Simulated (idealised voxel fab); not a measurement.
process module | voxel spacer lines
cross-section cut | 155 nm wide | cells 5 nm
A cross-section is a grid of square cells, given in bands from the top down. A band is one or more rows of cells.
Each band's line starts with the height of the band's top and of its bottom, in nm. Then come its materials from left to right, each with its width in nm. One material with "throughout" fills the band from edge to edge. "air" is empty space.
Height 0 is the level under which the wafer as received is all one material. The lowest band goes on downwards, as in "0 down".
A width such as "30 to 40" changes by the same amount from each row of cells to the next, from the band's top row to its bottom row.
"no change" after a step means that no cell of the cross-section changed.
closed voids: empty space of 8 cells or more with no open way to the top, each as width x height at its distance from the left edge, in nm
after a step's settings: what the simulator itself notes on the step
overlay nm, on a step with a mask: how far to the right of its planned place the mask lay; to the left if negative
plan
1 op RECEIVE | material Si
2 op CONFORMAL_DEP | material Al2O3 | thk nm 5
3 op DIRECTIONAL_DEP | material SiN | thk nm 10
4 op DIRECTIONAL_DEP | material polySi | thk nm 20
5 op PATTERN | tone cover | mask id MANDREL | material resist | width nm 25 | pitch nm 70 | thk nm 25 | overlay nm 0
6 op DIRECTIONAL_ETCH | etch materials polySi | depth nm 20
7 op STRIP | etch materials resist
8 op CONFORMAL_DEP | material SiO2 | thk nm 10
9 op DIRECTIONAL_ETCH | etch materials SiO2 | depth nm 10
10 op STRIP | etch materials polySi
11 op DIRECTIONAL_ETCH | etch materials SiN | depth nm 10
12 op STRIP | etch materials SiO2
first wafer, as planned
as received, after step 1
  0 down: Si throughout
  closed voids: none
after step 2
  5 to 0: Al2O3 throughout
  below 0: unchanged
after step 3
  15 to 5: SiN throughout
  below 5: unchanged
after step 4
  35 to 15: polySi throughout
  below 15: unchanged
after step 5
  60 to 35: air 30 | resist 25 | air 45 | resist 25 | air 30
  below 35: unchanged
after step 6
  60 to 35: air 30 | resist 25 | air 45 | resist 25 | air 30
  35 to 15: air 30 | polySi 25 | air 45 | polySi 25 | air 30
  below 15: unchanged
after step 7
  35 to 15: air 30 | polySi 25 | air 45 | polySi 25 | air 30
  below 15: unchanged
after step 8
  45 to 35: air 20 | SiO2 45 | air 25 | SiO2 45 | air 20
  35 to 25: air 20 | SiO2 10 | polySi 25 | SiO2 10 | air 25 | SiO2 10 | polySi 25 | SiO2 10 | air 20
  25 to 15: SiO2 30 | polySi 25 | SiO2 45 | polySi 25 | SiO2 30
  below 15: unchanged
after step 9
  35 to 15: air 20 | SiO2 10 | polySi 25 | SiO2 10 | air 25 | SiO2 10 | polySi 25 | SiO2 10 | air 20
  below 15: unchanged
after step 10
  35 to 15: air 20 | SiO2 10 | air 25 | SiO2 10 | air 25 | SiO2 10 | air 25 | SiO2 10 | air 20
  below 15: unchanged
after step 11
  35 to 15: air 20 | SiO2 10 | air 25 | SiO2 10 | air 25 | SiO2 10 | air 25 | SiO2 10 | air 20
  15 to 5: air 20 | SiN 10 | air 25 | SiN 10 | air 25 | SiN 10 | air 25 | SiN 10 | air 20
  below 5: unchanged
after step 12
  15 to 5: air 20 | SiN 10 | air 25 | SiN 10 | air 25 | SiN 10 | air 25 | SiN 10 | air 20
  below 5: unchanged
second wafer: like start, like plan, one mistake. Through step 4 it matches the first wafer
when step 5 should have ended
  60 to 35: air 40 | resist 25 | air 45 | resist 25 | air 20
  below 35: unchanged
when step 6 should have ended
  60 to 35: air 40 | resist 25 | air 45 | resist 25 | air 20
  35 to 15: air 40 | polySi 25 | air 45 | polySi 25 | air 20
  below 15: unchanged
when step 7 should have ended
  35 to 15: air 40 | polySi 25 | air 45 | polySi 25 | air 20
  below 15: unchanged
when step 8 should have ended
  45 to 35: air 30 | SiO2 45 | air 25 | SiO2 45 | air 10
  35 to 25: air 30 | SiO2 10 | polySi 25 | SiO2 10 | air 25 | SiO2 10 | polySi 25 | SiO2 10 | air 10
  25 to 15: SiO2 40 | polySi 25 | SiO2 45 | polySi 25 | SiO2 20
  below 15: unchanged
when step 9 should have ended
  35 to 15: air 30 | SiO2 10 | polySi 25 | SiO2 10 | air 25 | SiO2 10 | polySi 25 | SiO2 10 | air 10
  below 15: unchanged
when step 10 should have ended
  35 to 15: air 30 | SiO2 10 | air 25 | SiO2 10 | air 25 | SiO2 10 | air 25 | SiO2 10 | air 10
  below 15: unchanged
when step 11 should have ended
  35 to 15: air 30 | SiO2 10 | air 25 | SiO2 10 | air 25 | SiO2 10 | air 25 | SiO2 10 | air 10
  15 to 5: air 30 | SiN 10 | air 25 | SiN 10 | air 25 | SiN 10 | air 25 | SiN 10 | air 10
  below 5: unchanged
when step 12 should have ended
  15 to 5: air 30 | SiN 10 | air 25 | SiN 10 | air 25 | SiN 10 | air 25 | SiN 10 | air 10
  below 5: unchanged
what went wrong: step 5 ran as: op PATTERN | tone cover | mask id MANDREL | material resist | width nm 25 | pitch nm 70 | thk nm 25 | overlay nm 10
at the end the second wafer has, in cells: as many of each material as the first, in other places
